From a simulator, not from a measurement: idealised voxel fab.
Process module heading - voxel released beams
Each square cell in cross-section cut measures 5 nm, and the section as a whole is 140 nm wide.
Cross-section layout: square cells on a grid; listed as bands, top to bottom; a band spans one or more cell rows.
Heads up on the band format: heights come first, top then bottom, in nm. After that it's the materials left to right, each with its width in nm. A single material flagged "everywhere" fills the whole band edge to edge, and "blank" means there's empty space there.
Below 0: as-received wafer, all one material; heights counted from there. Lowest band: no bottom, goes on down, written "z 0 and below".
A width such as "30..40" changes by the same amount from each row of cells to the next, from the band's top row to its bottom row.
"all unchanged" -> step changed no cross-section cell.
The list in "Tabulated closed voids" covers empty spaces of 8 cells or more that cannot reach the top through any open way, and it gives each as width x height at distance; the distance is from the left edge, and width, height and distance are in nm.
Anything after a step's settings on that line? It's the simulator's own note about the step.
If you see "overlay nm" on a step's line and that step has a mask, it's telling you how far right of where it was planned the mask ended up; a negative number means it went left instead.
-- Set out below are the planned steps of the process
step 1: RECEIVE [material Si]
step 2: CONFORMAL_DEP [material Al2O3] [thk nm 5]
step 3: DIRECTIONAL_DEP [material SiO2] [thk nm 15]
step 4: PATTERN [tone open] [mask id ANCHOR] [material resist] [width nm 30] [thk nm 15] [overlay nm -15]
step 5: DIRECTIONAL_ETCH [etch materials SiO2] [depth nm 15]
step 6: STRIP [etch materials resist]
step 7: CONFORMAL_DEP [material W] [thk nm 10]
step 8: MASKED_ETCH [tone cover] [mask id BEAM] [width nm 85] [etch materials W] [depth nm 10] [overlay nm 0]
step 9: STRIP [etch materials SiO2]
Split variable: overlay nm, step 4. Plan value = first wafer. Wafers start alike.
-- Step 1 complete: as-received cross-section of the first of several wafers
* z 0 and below = Si everywhere
* Tabulated closed voids: none
-- Cross-section after step 9, the final step of the module, for the first of several wafers
* z 30 to 20 = 35 of blank | 75 of W | 30 of blank
* z 20 to 15 = 15 of blank | 10 of W | 10 of blank | 10 of W | 95 of blank
* z 15 to 5 = 15 of blank | 30 of W | 95 of blank
* z 5 to 0 = Al2O3 everywhere
* z 0 and below = Si everywhere
* Tabulated closed voids: none
-- Last-wafer cross-section at the end of the module
* z 30 to 20 = 25 of blank | 30 of W | 10 of blank | 45 of W | 30 of blank
* z 20 to 15 = 45 of blank | 10 of W | 10 of blank | 10 of W | 65 of blank
* z 15 to 5 = 45 of blank | 30 of W | 65 of blank
* z 5 to 0 = Al2O3 everywhere
* z 0 and below = Si everywhere
* Tabulated closed voids: none
-- Rows = wafers. At module end, each row lists per material the cells gained (+) or lost (-) since the wafer was received, then the closed voids
overlay nm -15; +28 Al2O3; +46 W; Tabulated closed voids: none
overlay nm -10; +28 Al2O3; +46 W; Tabulated closed voids: none
overlay nm -5; +28 Al2O3; +46 W; Tabulated closed voids: none
overlay nm 0; +28 Al2O3; +46 W; Tabulated closed voids: none
overlay nm 5; +28 Al2O3; +46 W; Tabulated closed voids: none
overlay nm 10; +28 Al2O3; +46 W; Tabulated closed voids: none
overlay nm 15; +28 Al2O3; +46 W; Tabulated closed voids: none
